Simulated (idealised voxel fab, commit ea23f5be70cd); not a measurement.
Process module heading - voxel self aligned vias
It is cross-section cut that appears here, measuring 255 nm in width, its square cells being 5 nm in size.
Square cells in a grid make up a cross-section in this document, and the grid is given as bands, listed from the top down, each one or more rows of cells.
Heads up on the band format: heights come first, top then bottom, in nm. After that it's the materials left to right, each with its width in nm. A single material flagged "edge to edge" fills the whole band edge to edge, and "air" means there's empty space there.
Where do heights start? At 0: under that level the wafer as delivered is made of one material only. And the lowest band has no floor; it just carries on downward, as in "z 0 and below".
The expression "30->40" gives the width at the extremes of the band, the first number at its top row of cells and the second at its bottom row, with the width changing by equal amounts from each row to the next in between.
Where the words "no modification" appear for a step, the cross-section shows no cell changed by that step; every cell remained as before.
"Voids lacking openings" means: voids of 8 cells or more that are shut off from the top with no open way through. Written width x height at distance, distance from the left edge, in nm.
Whatever follows a step's settings on its line is a remark the simulator itself makes about that step.
On any step carrying a mask, the "overlay nm" setting, if present on the step's line, tells how far right of its planned place the mask lay; negative values point to the left.
Listed below are the process steps as planned:
1: RECEIVE: material Si
2: CONFORMAL_DEP: material SiO2, thk nm 10
3: CONFORMAL_DEP: material SiCN, thk nm 5
4: DIRECTIONAL_DEP: material lowk, thk nm 25
5: PATTERN: tone open, mask id LINES, material resist, width nm 25, pitch nm 55, thk nm 20, overlay nm 0
6: DIRECTIONAL_ETCH: etch materials lowk, depth nm 25
7: STRIP: etch materials resist
8: CONFORMAL_DEP: material TiN, thk nm 5
9: FILL_DEP: material Ru, thk nm 10
10: CMP: height nm 40
11: SELECTIVE_ETCH: etch materials W Ru TiN, depth nm 5
12: FILL_DEP: material SiN, thk nm 10
13: CMP: height nm 40
14: DIRECTIONAL_DEP: material lowk, thk nm 15
15: DIRECTIONAL_DEP: material aC, thk nm 15
16: PATTERN: tone open, mask id VIAS, material resist, width nm 35, pitch nm 55, thk nm 30, overlay nm 0
17: DIRECTIONAL_ETCH: etch materials aC, depth nm 15
18: STRIP: etch materials resist
19: DIRECTIONAL_ETCH: etch materials lowk, depth nm 15
20: DIRECTIONAL_ETCH: etch materials SiN, depth nm 5
21: STRIP: etch materials aC
22: CONFORMAL_DEP: material TiN, thk nm 5
23: FILL_DEP: material Cu, thk nm 10
24: CMP: height nm 55
25: CONFORMAL_DEP: material SiCN, thk nm 5
Cross-section of the incoming wafer, state after step 1:
	z 0 and below | Si edge to edge
	Voids lacking openings: none
Figure: cross-sectional view of the wafer upon completion of the module, processed from the initial state and according to the plan depicted above, with one error introduced during execution:
	z 60 to 55 | SiCN edge to edge
	z 55 to 45 | 80 of lowk | 5 of TiN | 25 of Cu | 5 of TiN | 20 of lowk | 5 of TiN | 25 of Cu | 5 of TiN | 85 of lowk
	z 45 to 40 | 80 of lowk | 10 of TiN | 15 of Cu | 10 of TiN | 20 of lowk | 10 of TiN | 15 of Cu | 10 of TiN | 85 of lowk
	z 40 to 35 | 85 of lowk | 25 of TiN | 30 of lowk | 25 of TiN | 90 of lowk
	z 35 to 20 | 85 of lowk | 5 of TiN | 15 of Ru | 5 of TiN | 30 of lowk | 5 of TiN | 15 of Ru | 5 of TiN | 90 of lowk
	z 20 to 15 | 85 of lowk | 25 of TiN | 30 of lowk | 25 of TiN | 90 of lowk
	z 15 to 10 | SiCN edge to edge
	z 10 to 0 | SiN edge to edge
	z 0 and below | Si edge to edge
	Voids lacking openings: none
Processing error: it should be noted that step 2 was executed with settings other than those planned, the operation and settings actually applied being CONFORMAL_DEP: material SiN, thk nm 10
